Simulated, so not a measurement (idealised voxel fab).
voxel double patterning: a process module
Cross-section cut: width 290 nm, square cells of 5 nm.
In what follows, cross-sections appear as grids of square cells, described through bands that run from the top down, where every band is one or more rows of cells. Each band's line starts with the height of the band's top and of its bottom, in nm. Then come its materials from left to right, each with its width in nm. One material with "throughout" fills the band from edge to edge. "air" is empty space. It should be noted that heights are counted from 0, beneath which the wafer as supplied is of one material throughout, and that the lowest band possesses no lower boundary but continues downward, as written in "0 nm and below". Width spec "30..40" -> top row of cells at first value, bottom row at second value, equal per-row change in between. Where the words "stayed the same" appear for a step, the cross-section shows no cell changed by that step; every cell remained as before. Closed empty spaces (no open way to the top) of 8 cells or more are what "Fully enclosed voids" lists, each as width x height at distance from the left edge, nm for all three. What comes after the settings on a step's line is commentary from the simulator itself on that step. The setting "overlay nm" may be written on the line of a step. When the step uses a mask, the value reports how far to the right of the planned place the mask lay, and a negative value reports that it lay to the left.
[The process steps that were planned are listed below]
1 RECEIVE | material Si
2 CONFORMAL_DEP | material SiO2 | thk nm 5
3 DIRECTIONAL_DEP | material TiN | thk nm 20
4 DIRECTIONAL_DEP | material SiCN | thk nm 10
5 DIRECTIONAL_DEP | material aC | thk nm 10
6 PATTERN | tone open | mask id FIRST | material resist | width nm 15 | pitch nm 50 | thk nm 25 | overlay nm 0
7 DIRECTIONAL_ETCH | etch materials aC | depth nm 10
8 STRIP | etch materials resist
9 DIRECTIONAL_ETCH | etch materials SiCN | depth nm 10
10 STRIP | etch materials aC
11 DIRECTIONAL_DEP | material aC | thk nm 15
12 PATTERN | tone open | mask id SECOND | material resist | width nm 15 | pitch nm 50 | thk nm 35 | overlay nm 0
13 DIRECTIONAL_ETCH | etch materials aC | depth nm 15
14 STRIP | etch materials resist
15 DIRECTIONAL_ETCH | etch materials SiCN | depth nm 10
16 STRIP | etch materials aC
17 DIRECTIONAL_ETCH | etch materials TiN | depth nm 20
18 STRIP | etch materials SiCN
[As-received state of the wafer in cross-section, equivalent to post-step 1]
- 0 nm and below  Si throughout
- Fully enclosed voids: none
[Figure: cross-sectional view of the wafer upon completion of the module, processed from the initial state and according to the plan depicted above, with one error introduced during execution]
- 25 nm to 5 nm  air 110; TiN 15; air 35; TiN 15; air 115
- 5 nm to 0 nm  SiO2 throughout
- 0 nm and below  Si throughout
- Fully enclosed voids: none
Plan not followed: step 12 went in with a setting other than planned; the actual run was PATTERN | tone cover | mask id SECOND | material resist | width nm 15 | pitch nm 50 | thk nm 35 | overlay nm 0
